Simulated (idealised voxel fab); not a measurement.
Documented hereafter: the process module known as voxel wiring stack.
Square cells of 5 nm make up the cross-section cut, whose width is 225 nm.
Bands, listed from the top down, are how a cross-section gets written in this document; the cross-section itself is a grid of square cells, and a band is one or more rows of them. The entry gives the band's vertical extent as a top height and a bottom height in nm, then its horizontal make-up as materials from left to right, each with a width in nm. "empty" stands for empty space; a single material marked "edge to edge" fills the band edge to edge. Heights are reckoned from 0. Under this level, the received wafer is all of one material. The bottommost band is open-ended downward, for example "0..down". Note: "30..40" means the width goes from the first number (top row of the band) to the second number (bottom row) in equal steps per row of cells. Step note "stayed the same" = no cross-section cell changed. Entry "Closed void roster". Content: empty spaces with no open connection to the top, size 8 cells or greater. Each: width x height at distance. Distance: from left edge. Unit: nm. Note: text after step settings on the step line = simulator remark on that step. The "overlay nm" setting may appear on a step's line; for a step that uses a mask, it gives how far to the right of its planned position the mask lay, and a negative value indicates the left.
### The process steps that were planned are listed below
| 1 | RECEIVE,material Si |
| 2 | CONFORMAL_DEP,material SiO2,thk nm 10 |
| 3 | DIRECTIONAL_DEP,material TiN,thk nm 5 |
| 4 | DIRECTIONAL_DEP,material Ru,thk nm 20 |
| 5 | DIRECTIONAL_DEP,material aC,thk nm 10 |
| 6 | PATTERN,tone cover,mask id METAL_1,material resist,width nm 30,pitch nm 50,thk nm 30,overlay nm 0 |
| 7 | DIRECTIONAL_ETCH,etch materials aC,depth nm 10 |
| 8 | STRIP,etch materials resist |
| 9 | DIRECTIONAL_ETCH,etch materials Ru,depth nm 20 |
| 10 | DIRECTIONAL_ETCH,etch materials TiN,depth nm 5 |
| 11 | STRIP,etch materials aC |
| 12 | CONFORMAL_DEP,material SiCN,thk nm 5 |
| 13 | FILL_DEP,material lowk,thk nm 5 |
| 14 | CMP,height nm 35 |
| 15 | CONFORMAL_DEP,material SiCN,thk nm 5 |
| 16 | DIRECTIONAL_DEP,material lowk,thk nm 15 |
| 17 | MASKED_ETCH,tone open,mask id PLUG_1,width nm 15,pitch nm 50,etch materials lowk,depth nm 15,overlay nm 0 |
| 18 | MASKED_ETCH,tone open,mask id PLUG_1,width nm 15,pitch nm 50,etch materials SiCN,depth nm 5,overlay nm 0 |
| 19 | CONFORMAL_DEP,material TiN,thk nm 5 |
| 20 | FILL_DEP,material Cu,thk nm 10 |
| 21 | CMP,height nm 55 |
| 22 | DIRECTIONAL_DEP,material TiN,thk nm 5 |
| 23 | DIRECTIONAL_DEP,material W,thk nm 20 |
| 24 | PATTERN,tone cover,mask id METAL_2,material resist,width nm 30,pitch nm 50,thk nm 15,overlay nm 0 |
| 25 | DIRECTIONAL_ETCH,etch materials W,depth nm 20 |
| 26 | DIRECTIONAL_ETCH,etch materials TiN,depth nm 5 |
| 27 | STRIP,etch materials resist |
| 28 | FILL_DEP,material lowk,thk nm 5 |
| 29 | CMP,height nm 80 |
| 30 | CONFORMAL_DEP,material SiCN,thk nm 5 |
| 31 | DIRECTIONAL_DEP,material SiO2,thk nm 10 |
| 32 | PATTERN,tone open,mask id PLUG_2,material resist,width nm 15,pitch nm 100,thk nm 20,overlay nm 0 |
| 33 | DIRECTIONAL_ETCH,etch materials SiO2,depth nm 10 |
| 34 | DIRECTIONAL_ETCH,etch materials SiCN,depth nm 5 |
| 35 | STRIP,etch materials resist |
| 36 | EPI,material Ru,thk nm 10 |
| 37 | EPI,material Ru,thk nm 5 |
| 38 | DIRECTIONAL_DEP,material TiN,thk nm 5 |
| 39 | DIRECTIONAL_DEP,material Ru,thk nm 25 |
| 40 | PATTERN,tone cover,mask id METAL_3,material resist,width nm 30,pitch nm 50,thk nm 20,overlay nm 0 |
| 41 | DIRECTIONAL_ETCH,etch materials Ru,depth nm 25 |
| 42 | DIRECTIONAL_ETCH,etch materials TiN,depth nm 5 |
| 43 | STRIP,etch materials resist |
| 44 | FILL_DEP,material lowk,thk nm 10 |
| 45 | CMP,height nm 125 |
| 46 | CONFORMAL_DEP,material SiN,thk nm 5 |
### Cross-sectional view of the wafer in its as-received condition, corresponding to the state after step 1
> 0..down = Si edge to edge
> Closed void roster: none
### Figure: cross-sectional view of the wafer upon completion of the module, processed from the initial state and according to the plan depicted above, with one error introduced during execution
> 130..125 = SiN edge to edge
> 125..100 = lowk: 20 | Ru: 30 | lowk: 20 | Ru: 30 | lowk: 20 | Ru: 30 | lowk: 20 | Ru: 30 | lowk: 25
> 100..95 = lowk: 20 | TiN: 30 | lowk: 20 | TiN: 30 | lowk: 20 | TiN: 30 | lowk: 20 | TiN: 30 | lowk: 25
> 95..85 = SiO2: 20 | Ru: 20 | SiO2: 80 | Ru: 20 | SiO2: 85
> 85..80 = SiCN: 20 | Ru: 20 | SiCN: 80 | Ru: 20 | SiCN: 85
> 80..60 = lowk: 20 | W: 30 | lowk: 20 | W: 30 | lowk: 20 | W: 30 | lowk: 20 | W: 30 | lowk: 25
> 60..55 = lowk: 20 | TiN: 30 | lowk: 20 | TiN: 30 | lowk: 20 | TiN: 30 | lowk: 20 | TiN: 30 | lowk: 25
> 55..40 = lowk: 20 | TiN: 5 | Cu: 5 | TiN: 5 | lowk: 35 | TiN: 5 | Cu: 5 | TiN: 5 | lowk: 35 | TiN: 5 | Cu: 5 | TiN: 5 | lowk: 35 | TiN: 5 | Cu: 5 | TiN: 5 | lowk: 40
> 40..35 = SiCN: 20 | TiN: 15 | SiCN: 35 | TiN: 15 | SiCN: 35 | TiN: 15 | SiCN: 35 | TiN: 15 | SiCN: 40
> 35..15 = lowk: 15 | SiCN: 5 | Ru: 30 | SiCN: 5 | lowk: 10 | SiCN: 5 | Ru: 30 | SiCN: 5 | lowk: 10 | SiCN: 5 | Ru: 30 | SiCN: 5 | lowk: 10 | SiCN: 5 | Ru: 30 | SiCN: 5 | lowk: 20
> 15..10 = SiCN: 20 | TiN: 30 | SiCN: 20 | TiN: 30 | SiCN: 20 | TiN: 30 | SiCN: 20 | TiN: 30 | SiCN: 25
> 10..0 = SiO2 edge to edge
> 0..down = Si edge to edge
> Closed void roster: none
Where did the run depart from the plan? the process deviated at step 32: the operation and settings actually run there were PATTERN,tone open,mask id PLUG_2,material resist,width nm 20,pitch nm 100,thk nm 20,overlay nm 0
